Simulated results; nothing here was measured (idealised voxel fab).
process module | voxel released beams
cross-section cut | 200 nm wide | cells 5 nm
A cross-section is a grid of square cells, given in bands from the top down. A band is one or more rows of cells.
Each band's line starts with the height of the band's top and of its bottom, in nm. Then come its materials from left to right, each with its width in nm. One material with "throughout" fills the band from edge to edge. "air" is empty space.
Height 0 is the level under which the wafer as received is all one material. The lowest band goes on downwards, as in "0 down".
A width such as "30 to 40" changes by the same amount from each row of cells to the next, from the band's top row to its bottom row.
"no change" after a step means that no cell of the cross-section changed.
closed voids: empty space of 8 cells or more with no open way to the top, each as width x height at its distance from the left edge, in nm
after a step's settings: what the simulator itself notes on the step
overlay nm, on a step with a mask: how far to the right of its planned place the mask lay; to the left if negative
plan
1 op RECEIVE | material Si
2 op CONFORMAL_DEP | material Al2O3 | thk nm 10
3 op DIRECTIONAL_DEP | material SiO2 | thk nm 20
4 op PATTERN | tone open | mask id ANCHOR | material resist | width nm 25 | thk nm 20 | overlay nm 0
5 op DIRECTIONAL_ETCH | etch materials SiO2 | depth nm 20
6 op STRIP | etch materials resist
7 op CONFORMAL_DEP | material W | thk nm 10
8 op MASKED_ETCH | tone cover | mask id BEAM | width nm 90 | etch materials W | depth nm 10 | overlay nm 0
9 op STRIP | etch materials SiO2
as received, after step 1
  0 down: Si throughout
  closed voids: none
a wafer at the end: this start, this plan, one mistake
  45 to 35: air 50 | W 90 | air 60
  35 to 30: W throughout
  30 to 10: SiO2 55 | W 25 | SiO2 120
  10 to 0: Al2O3 throughout
  0 down: Si throughout
  closed voids: none
what went wrong: step 7 ran as: op CONFORMAL_DEP | material W | thk nm 15
